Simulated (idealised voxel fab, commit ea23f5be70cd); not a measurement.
The following is a process module called voxel fin reveal.
The cross-section shown here is cut; it is 250 nm wide and divided into square cells measuring 5 nm on a side.
Format of a cross-section: grid, square cells. Given as bands. Order: top down. Band: one or more rows of cells. The band entry comprises the height of the band's top followed by the height of its bottom, expressed in nm, and subsequently the band's materials from left to right, each stated together with its width in nm. Where a single material is marked with the word "full width", that material fills the band from edge to edge. The word "empty" represents empty space. Convention: height 0 is the level below which the wafer, as received, is all one material. The lowest band does not terminate at the bottom but continues downward, represented as "0..down". The notation "30..40" denotes a width that varies across the rows of cells in the band, beginning at the first number in the top row, finishing at the second number in the bottom row, and changing by an identical amount from each row to the next. When a step is marked "no change", none of the cells in the cross-section changed during that step. Reported under the label "Unvented cavities" are the empty spaces having no open way to the top and comprising 8 cells or more; the notation for each is width x height at distance, in which the distance is measured from the left edge and all three values are in nm. after a step's settings: what the simulator itself notes on the step. For masked steps, "overlay nm" on the step line gives how far right of plan the mask actually lay; a minus sign means it lay to the left.
# plan
1 RECEIVE | material Si
2 CONFORMAL_DEP | material SiN | thk nm 5
3 DIRECTIONAL_DEP | material aC | thk nm 15
4 PATTERN | tone cover | mask id FINS | material resist | width nm 15 | pitch nm 35 | thk nm 35 | overlay nm 0
5 DIRECTIONAL_ETCH | etch materials aC | depth nm 15
6 STRIP | etch materials resist
7 DIRECTIONAL_ETCH | etch materials SiN | depth nm 5
8 DIRECTIONAL_ETCH | etch materials Si | depth nm 35
9 STRIP | etch materials aC
10 OXIDIZE | depth nm 5
11 FILL_DEP | material SiO2 | thk nm 15
12 CMP | height nm 5
13 SELECTIVE_ETCH | etch materials SiO2 | depth nm 25
14 STRIP | etch materials SiN
# as received, after step 1
* 0..down | Si full width
* Unvented cavities: none
# Wafer cross-section at module end: first of two, run to plan
* 0..-20 | 85 of empty, 5 of Si, 30 of empty, 5 of Si, 30 of empty, 5 of Si, 90 of empty
* -20..-40 | 85 of SiO2, 5 of Si, 30 of SiO2, 5 of Si, 30 of SiO2, 5 of Si, 90 of SiO2
* -40..down | Si full width
* Unvented cavities: none
# What the second wafer looks like in cross-section once the module is done. Its start and its plan matched the first wafer's exactly; what differed was one mistake in how it was run
* 0..-20 | 75 of Si, 25 of empty, 10 of Si, 25 of empty, 10 of Si, 25 of empty, 80 of Si
* -20..-40 | 75 of Si, 25 of SiO2, 10 of Si, 25 of SiO2, 10 of Si, 25 of SiO2, 80 of Si
* -40..down | Si full width
* Unvented cavities: none
Want to know what went wrong? step 4 ran as: PATTERN | tone open | mask id FINS | material resist | width nm 15 | pitch nm 35 | thk nm 35 | overlay nm 0
at the end the second wafer has, in cells: Si +256 | SiO2 -128
